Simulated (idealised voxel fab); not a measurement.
process module | voxel self aligned contacts
cross-section cut | 185 nm wide | cells 5 nm
A cross-section is a grid of square cells, given in bands from the top down. A band is one or more rows of cells.
Each band's line starts with the height of the band's top and of its bottom, in nm. Then come its materials from left to right, each with its width in nm. One material with "throughout" fills the band from edge to edge. "air" is empty space.
Height 0 is the level under which the wafer as received is all one material. The lowest band goes on downwards, as in "0 down".
A width such as "30 to 40" changes by the same amount from each row of cells to the next, from the band's top row to its bottom row.
"no change" after a step means that no cell of the cross-section changed.
closed voids: empty space of 8 cells or more with no open way to the top, each as width x height at its distance from the left edge, in nm
after a step's settings: what the simulator itself notes on the step
overlay nm, on a step with a mask: how far to the right of its planned place the mask lay; to the left if negative
plan
1 op RECEIVE | material Si
2 op CONFORMAL_DEP | material SiO2 | thk nm 5
3 op DIRECTIONAL_DEP | material polySi | thk nm 30
4 op DIRECTIONAL_DEP | material SiN | thk nm 20
5 op MASKED_ETCH | tone cover | mask id GATE | width nm 25 | pitch nm 60 | etch materials SiN | depth nm 20 | overlay nm 0
6 op MASKED_ETCH | tone cover | mask id GATE | width nm 25 | pitch nm 60 | etch materials polySi | depth nm 30 | overlay nm 0
7 op CONFORMAL_DEP | material SiN | thk nm 10
8 op DIRECTIONAL_ETCH | etch materials SiN | depth nm 10
9 op FILL_DEP | material SiO2 | thk nm 10
10 op CMP | height nm 60
11 op DIRECTIONAL_DEP | material aC | thk nm 10
12 op PATTERN | tone open | mask id CONTACT | material resist | width nm 45 | thk nm 25 | overlay nm 0
13 op DIRECTIONAL_ETCH | etch materials aC | depth nm 10
14 op STRIP | etch materials resist
15 op DIRECTIONAL_ETCH | etch materials SiO2 | depth nm 60
16 op STRIP | etch materials aC
17 op CONFORMAL_DEP | material TiN | thk nm 5
18 op FILL_DEP | material Ru | thk nm 10
19 op CMP | height nm 60
20 op CONFORMAL_DEP | material SiCN | thk nm 5
first wafer, as planned
as received, after step 1
  0 down: Si throughout
  closed voids: none
after step 2
  5 to 0: SiO2 throughout
  below 0: unchanged
after step 3
  35 to 5: polySi throughout
  below 5: unchanged
after step 4
  55 to 35: SiN throughout
  below 35: unchanged
after step 5
  55 to 35: air 50 | SiN 25 | air 35 | SiN 25 | air 50
  below 35: unchanged
after step 6
  55 to 35: air 50 | SiN 25 | air 35 | SiN 25 | air 50
  35 to 5: air 50 | polySi 25 | air 35 | polySi 25 | air 50
  below 5: unchanged
after step 7
  65 to 35: air 40 | SiN 45 | air 15 | SiN 45 | air 40
  35 to 15: air 40 | SiN 10 | polySi 25 | SiN 10 | air 15 | SiN 10 | polySi 25 | SiN 10 | air 40
  15 to 5: SiN 50 | polySi 25 | SiN 35 | polySi 25 | SiN 50
  below 5: unchanged
after step 8
  55 to 35: air 40 | SiN 45 | air 15 | SiN 45 | air 40
  35 to 5: air 40 | SiN 10 | polySi 25 | SiN 10 | air 15 | SiN 10 | polySi 25 | SiN 10 | air 40
  below 5: unchanged
after step 9
  65 to 55: SiO2 throughout
  55 to 35: SiO2 40 | SiN 45 | SiO2 15 | SiN 45 | SiO2 40
  35 to 5: SiO2 40 | SiN 10 | polySi 25 | SiN 10 | SiO2 15 | SiN 10 | polySi 25 | SiN 10 | SiO2 40
  below 5: unchanged
after step 10
  60 to 55: SiO2 throughout
  below 55: unchanged
after step 11
  70 to 60: aC throughout
  below 60: unchanged
after step 12
  95 to 70: resist 70 | air 45 | resist 70
  below 70: unchanged
after step 13
  85 to 70: resist 70 | air 45 | resist 70
  70 to 60: aC 70 | air 45 | aC 70
  below 60: unchanged
after step 14
  70 to 60: aC 70 | air 45 | aC 70
  below 60: unchanged
after step 15
  70 to 60: aC 70 | air 45 | aC 70
  60 to 55: SiO2 70 | air 45 | SiO2 70
  55 to 35: SiO2 40 | SiN 45 | air 15 | SiN 45 | SiO2 40
  35 to 5: SiO2 40 | SiN 10 | polySi 25 | SiN 10 | air 15 | SiN 10 | polySi 25 | SiN 10 | SiO2 40
  5 to 0: SiO2 85 | air 15 | SiO2 85
  below 0: unchanged
after step 16
  60 to 55: SiO2 70 | air 45 | SiO2 70
  below 55: unchanged
after step 17
  65 to 60: TiN 75 | air 35 | TiN 75
  60 to 55: SiO2 70 | TiN 20 | air 5 | TiN 20 | SiO2 70
  55 to 35: SiO2 40 | SiN 45 | TiN 5 | air 5 | TiN 5 | SiN 45 | SiO2 40
  35 to 5: SiO2 40 | SiN 10 | polySi 25 | SiN 10 | TiN 5 | air 5 | TiN 5 | SiN 10 | polySi 25 | SiN 10 | SiO2 40
  5 to 0: SiO2 85 | TiN 15 | SiO2 85
  below 0: unchanged
after step 18
  75 to 65: Ru throughout
  65 to 60: TiN 75 | Ru 35 | TiN 75
  60 to 55: SiO2 70 | TiN 20 | Ru 5 | TiN 20 | SiO2 70
  55 to 35: SiO2 40 | SiN 45 | TiN 5 | Ru 5 | TiN 5 | SiN 45 | SiO2 40
  35 to 5: SiO2 40 | SiN 10 | polySi 25 | SiN 10 | TiN 5 | Ru 5 | TiN 5 | SiN 10 | polySi 25 | SiN 10 | SiO2 40
  below 5: unchanged
after step 19
  60 to 55: SiO2 70 | TiN 20 | Ru 5 | TiN 20 | SiO2 70
  below 55: unchanged
after step 20
  65 to 60: SiCN throughout
  below 60: unchanged
second wafer: like start, like plan, one mistake. Through step 3 it matches the first wafer
when step 4 should have ended
  75 to 35: SiN throughout
  below 35: unchanged
when step 5 should have ended
  75 to 55: air 50 | SiN 25 | air 35 | SiN 25 | air 50
  below 55: unchanged
when step 6 should have ended: no change
when step 7 should have ended
  85 to 65: air 40 | SiN 45 | air 15 | SiN 45 | air 40
  65 to 35: SiN throughout
  below 35: unchanged
when step 8 should have ended
  75 to 55: air 40 | SiN 45 | air 15 | SiN 45 | air 40
  below 55: unchanged
when step 9 should have ended
  85 to 75: SiO2 throughout
  75 to 55: SiO2 40 | SiN 45 | SiO2 15 | SiN 45 | SiO2 40
  below 55: unchanged
when step 10 should have ended
  60 to 55: SiO2 40 | SiN 45 | SiO2 15 | SiN 45 | SiO2 40
  below 55: unchanged
when step 11 should have ended
  70 to 60: aC throughout
  below 60: unchanged
when step 12 should have ended
  95 to 70: resist 70 | air 45 | resist 70
  below 70: unchanged
when step 13 should have ended
  85 to 70: resist 70 | air 45 | resist 70
  70 to 60: aC 70 | air 45 | aC 70
  below 60: unchanged
when step 14 should have ended
  70 to 60: aC 70 | air 45 | aC 70
  below 60: unchanged
when step 15 should have ended
  70 to 60: aC 70 | air 45 | aC 70
  60 to 55: SiO2 40 | SiN 45 | air 15 | SiN 45 | SiO2 40
  below 55: unchanged
when step 16 should have ended
  60 to 55: SiO2 40 | SiN 45 | air 15 | SiN 45 | SiO2 40
  below 55: unchanged
when step 17 should have ended
  65 to 60: TiN 90 | air 5 | TiN 90
  60 to 55: SiO2 40 | SiN 45 | TiN 15 | SiN 45 | SiO2 40
  below 55: unchanged
when step 18 should have ended
  75 to 65: Ru throughout
  65 to 60: TiN 90 | Ru 5 | TiN 90
  below 60: unchanged
when step 19 should have ended
  60 to 55: SiO2 40 | SiN 45 | TiN 15 | SiN 45 | SiO2 40
  below 55: unchanged
when step 20 should have ended
  65 to 60: SiCN throughout
  below 60: unchanged
what went wrong: step 4 was run twice
at the end the second wafer has, in cells: 11 fewer of Ru | 46 more of SiN | 169 fewer of SiO2 | 28 fewer of TiN | 162 more of polySi
